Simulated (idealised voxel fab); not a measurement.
process module | voxel quadruple lines
cross-section cut | 265 nm wide | cells 5 nm
A cross-section is a grid of square cells, given in bands from the top down. A band is one or more rows of cells.
Each band's line starts with the height of the band's top and of its bottom, in nm. Then come its materials from left to right, each with its width in nm. One material with "throughout" fills the band from edge to edge. "air" is empty space.
Height 0 is the level under which the wafer as received is all one material. The lowest band goes on downwards, as in "0 down".
A width such as "30 to 40" changes by the same amount from each row of cells to the next, from the band's top row to its bottom row.
"no change" after a step means that no cell of the cross-section changed.
closed voids: empty space of 8 cells or more with no open way to the top, each as width x height at its distance from the left edge, in nm
after a step's settings: what the simulator itself notes on the step
overlay nm, on a step with a mask: how far to the right of its planned place the mask lay; to the left if negative
plan
1 op RECEIVE | material Si
2 op CONFORMAL_DEP | material SiO2 | thk nm 10
3 op DIRECTIONAL_DEP | material Ru | thk nm 15
4 op DIRECTIONAL_DEP | material polySi | thk nm 20
5 op DIRECTIONAL_DEP | material aC | thk nm 25
6 op PATTERN | tone cover | mask id MANDREL | material resist | width nm 25 | thk nm 35 | overlay nm 0
7 op DIRECTIONAL_ETCH | etch materials aC | depth nm 25
8 op STRIP | etch materials resist
9 op CONFORMAL_DEP | material SiO2 | thk nm 15
10 op DIRECTIONAL_ETCH | etch materials SiO2 | depth nm 5
11 op STRIP | etch materials aC
12 op DIRECTIONAL_ETCH | etch materials polySi | depth nm 20
13 op STRIP | etch materials SiO2
14 op CONFORMAL_DEP | material SiN | thk nm 5
15 op DIRECTIONAL_ETCH | etch materials SiN | depth nm 5
16 op STRIP | etch materials polySi
17 op DIRECTIONAL_ETCH | etch materials Ru | depth nm 15
18 op STRIP | etch materials SiN
varied across the wafers: depth nm of step 10. The plan shows the first wafer's value. All wafers start alike
first wafer as received, after step 1
  0 down: Si throughout
  closed voids: none
first wafer at the end, after step 18
  10 to 0: SiO2 throughout
  0 down: Si throughout
  closed voids: none
last wafer at the end
  25 to 10: air 100 | Ru 5 | air 15 | Ru 5 | air 15 | Ru 5 | air 15 | Ru 5 | air 100
  10 to 0: SiO2 throughout
  0 down: Si throughout
  closed voids: none
each wafer at the end: cells of each material gained (+) or lost (-) since it was received, then its closed voids
depth nm 5 | +106 SiO2 | closed voids: none
depth nm 10 | +106 SiO2 | closed voids: none
depth nm 15 | +12 Ru | +106 SiO2 | closed voids: none
depth nm 20 | +12 Ru | +106 SiO2 | closed voids: none
depth nm 25 | +12 Ru | +106 SiO2 | closed voids: none
depth nm 30 | +12 Ru | +106 SiO2 | closed voids: none
